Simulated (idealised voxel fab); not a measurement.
voxel transistor to metal: a process module
Section cut is 175 nm wide and gridded with 5 nm square cells.
The cross-sections in this document take the form of a grid made of square cells. They are written out as bands, in order from top to bottom. Each band consists of one or more rows of cells.
What a band's entry tells you: where the top is and where the bottom is, as heights in nm, and after that what lies inside, material by material from left to right, each with its width in nm. Empty space is written as the word "blank", and a single material marked with the word "all across" occupies the band from edge to edge.
Measure heights from 0. That's the level where, below it, the as-received wafer is all one material. The lowest band is bottomless and extends downward; write it as in "0 nm and below".
Width "30->40": first value at the band's top row of cells, second value at its bottom row, equal change from row to row.
Given "same as before" for a step, no cell of the cross-section differs between before and after that step.
Under "Closed internal voids" you'll find the enclosed gaps, the ones with no way out to the top, that are 8 cells or bigger; each reads width x height at distance, with distance counted from the left edge, everything in nm.
Heads up: the bit after the settings on a step's line is the simulator's remark on that step.
"overlay nm" answers the question of how far to the right of plan the mask lay on a step that has a mask, and when it is negative the answer is to the left.

### This section lists the process steps that were planned
1. op RECEIVE | material Si
2. op CONFORMAL_DEP | material SiO2 | thk nm 5
3. op CONFORMAL_DEP | material SiN | thk nm 10
4. op DIRECTIONAL_DEP | material aC | thk nm 15
5. op PATTERN | tone cover | mask id ACTIVE | material resist | width nm 115 | thk nm 35 | overlay nm 0
6. op DIRECTIONAL_ETCH | etch materials aC | depth nm 15
7. op STRIP | etch materials resist
8. op DIRECTIONAL_ETCH | etch materials SiN | depth nm 10
9. op DIRECTIONAL_ETCH | etch materials SiO2 | depth nm 5
10. op DIRECTIONAL_ETCH | etch materials Si | depth nm 35
11. op STRIP | etch materials aC
12. op OXIDIZE | depth nm 5
13. op FILL_DEP | material SiO2 | thk nm 10
14. op CMP | height nm 15
15. op SELECTIVE_ETCH | etch materials SiO2 | depth nm 5
16. op STRIP | etch materials SiN
17. op SELECTIVE_ETCH | etch materials SiO2 | depth nm 5
18. op OXIDIZE | depth nm 5
19. op DIRECTIONAL_DEP | material polySi | thk nm 30
20. op DIRECTIONAL_DEP | material SiCN | thk nm 10
21. op DIRECTIONAL_DEP | material aC | thk nm 15
22. op PATTERN | tone cover | mask id GATE | material resist | width nm 25 | thk nm 30 | overlay nm 0
23. op DIRECTIONAL_ETCH | etch materials aC | depth nm 15
24. op STRIP | etch materials resist
25. op DIRECTIONAL_ETCH | etch materials SiCN | depth nm 20
26. op DIRECTIONAL_ETCH | etch materials polySi | depth nm 40
27. op STRIP | etch materials aC
28. op CONFORMAL_DEP | material SiN | thk nm 10
29. op DIRECTIONAL_ETCH | etch materials SiN | depth nm 10
30. op DIRECTIONAL_ETCH | etch materials SiO2 | depth nm 5
31. op DIRECTIONAL_ETCH | etch materials Si | depth nm 5
32. op EPI | material pSi | thk nm 5
33. op FILL_DEP | material SiO2 | thk nm 5
34. op CMP | height nm 30
35. op STRIP | etch materials polySi
36. op SELECTIVE_ETCH | etch materials SiO2 | depth nm 5
37. op CONFORMAL_DEP | material HfO2 | thk nm 5
38. op CONFORMAL_DEP | material TiN | thk nm 5
39. op FILL_DEP | material W | thk nm 10
40. op CMP | height nm 25
41. op DIRECTIONAL_DEP | material SiO2 | thk nm 15
42. op DIRECTIONAL_DEP | material aC | thk nm 15
43. op PATTERN | tone open | mask id CONTACT | material resist | width nm 15 | pitch nm 80 | thk nm 35 | overlay nm 0
44. op DIRECTIONAL_ETCH | etch materials aC | depth nm 15
45. op STRIP | etch materials resist
46. op DIRECTIONAL_ETCH | etch materials SiO2 | depth nm 45
47. op STRIP | etch materials aC
48. op CONFORMAL_DEP | material TiN | thk nm 5
49. op FILL_DEP | material Ru | thk nm 10
50. op CMP | height nm 40
51. op DIRECTIONAL_DEP | material TiN | thk nm 5
52. op DIRECTIONAL_DEP | material W | thk nm 15
53. op MASKED_ETCH | tone cover | mask id METAL_1 | width nm 15 | pitch nm 80 | etch materials W | depth nm 15 | overlay nm 0
54. op MASKED_ETCH | tone cover | mask id METAL_1 | width nm 15 | pitch nm 80 | etch materials TiN | depth nm 5 | overlay nm 0
55. op CONFORMAL_DEP | material SiN | thk nm 5
56. op FILL_DEP | material SiO2 | thk nm 10
57. op CMP | height nm 60
58. op CONFORMAL_DEP | material SiCN | thk nm 5

### as received, after step 1
    0 nm and below  Si all across
    Closed internal voids: none

### The first of the two wafers as seen in cross-section once the module was finished; processing followed the plan
    65 nm to 60 nm  SiCN all across
    60 nm to 45 nm  35 of SiO2 / 5 of SiN / 15 of W / 5 of SiN / 55 of SiO2 / 5 of SiN / 15 of W / 5 of SiN / 35 of SiO2
    45 nm to 40 nm  40 of SiN / 15 of TiN / 65 of SiN / 15 of TiN / 40 of SiN
    40 nm to 25 nm  40 of SiO2 / 5 of TiN / 5 of Ru / 5 of TiN / 65 of SiO2 / 5 of TiN / 5 of Ru / 5 of TiN / 40 of SiO2
    25 nm to 5 nm  40 of SiO2 / 5 of TiN / 5 of Ru / 5 of TiN / 10 of SiO2 / 10 of SiN / 5 of HfO2 / 5 of TiN / 5 of W / 5 of TiN / 5 of HfO2 / 10 of SiN / 10 of SiO2 / 5 of TiN / 5 of Ru / 5 of TiN / 40 of SiO2
    5 nm to 0 nm  25 of SiO2 / 10 of SiN / 5 of SiO2 / 5 of TiN / 5 of Ru / 5 of TiN / 10 of SiO2 / 10 of SiN / 5 of HfO2 / 15 of TiN / 5 of HfO2 / 10 of SiN / 10 of SiO2 / 5 of TiN / 5 of Ru / 5 of TiN / 5 of SiO2 / 10 of SiN / 25 of SiO2
    0 nm to -5 nm  40 of SiO2 / 15 of TiN / 5 of SiO2 / 5 of pSi / 5 of SiO2 / 35 of HfO2 / 5 of SiO2 / 5 of pSi / 5 of SiO2 / 15 of TiN / 40 of SiO2
    -5 nm to -10 nm  35 of SiO2 / 30 of pSi / 45 of Si / 30 of pSi / 35 of SiO2
    -10 nm to -40 nm  35 of SiO2 / 105 of Si / 35 of SiO2
    -40 nm and below  Si all across
    Closed internal voids: none

### Second wafer through the module, sectioned at the end: same beginning and same plan as the first wafer, with one mistake in carrying it out
    65 nm to 60 nm  SiCN all across
    60 nm to 50 nm  40 of W / 5 of SiN / 5 of SiO2 / 5 of SiN / 65 of W / 5 of SiN / 5 of SiO2 / 5 of SiN / 40 of W
    50 nm to 45 nm  40 of W / 15 of SiN / 65 of W / 15 of SiN / 40 of W
    45 nm to 40 nm  TiN all across
    40 nm to 25 nm  40 of SiO2 / 5 of TiN / 5 of Ru / 5 of TiN / 65 of SiO2 / 5 of TiN / 5 of Ru / 5 of TiN / 40 of SiO2
    25 nm to 5 nm  40 of SiO2 / 5 of TiN / 5 of Ru / 5 of TiN / 10 of SiO2 / 10 of SiN / 5 of HfO2 / 5 of TiN / 5 of W / 5 of TiN / 5 of HfO2 / 10 of SiN / 10 of SiO2 / 5 of TiN / 5 of Ru / 5 of TiN / 40 of SiO2
    5 nm to 0 nm  25 of SiO2 / 10 of SiN / 5 of SiO2 / 5 of TiN / 5 of Ru / 5 of TiN / 10 of SiO2 / 10 of SiN / 5 of HfO2 / 15 of TiN / 5 of HfO2 / 10 of SiN / 10 of SiO2 / 5 of TiN / 5 of Ru / 5 of TiN / 5 of SiO2 / 10 of SiN / 25 of SiO2
    0 nm to -5 nm  40 of SiO2 / 15 of TiN / 5 of SiO2 / 5 of pSi / 5 of SiO2 / 35 of HfO2 / 5 of SiO2 / 5 of pSi / 5 of SiO2 / 15 of TiN / 40 of SiO2
    -5 nm to -10 nm  35 of SiO2 / 30 of pSi / 45 of Si / 30 of pSi / 35 of SiO2
    -10 nm to -40 nm  35 of SiO2 / 105 of Si / 35 of SiO2
    -40 nm and below  Si all across
    Closed internal voids: none
What broke from the plan during processing? step 53, actual vs plan mismatch, actual run op MASKED_ETCH | tone open | mask id METAL_1 | width nm 15 | pitch nm 80 | etch materials W | depth nm 15 | overlay nm 0
The final cell counts differ between the wafers, with the second having more or fewer of some materials than the first: -27 SiN | -71 SiO2 | +29 TiN | +69 W
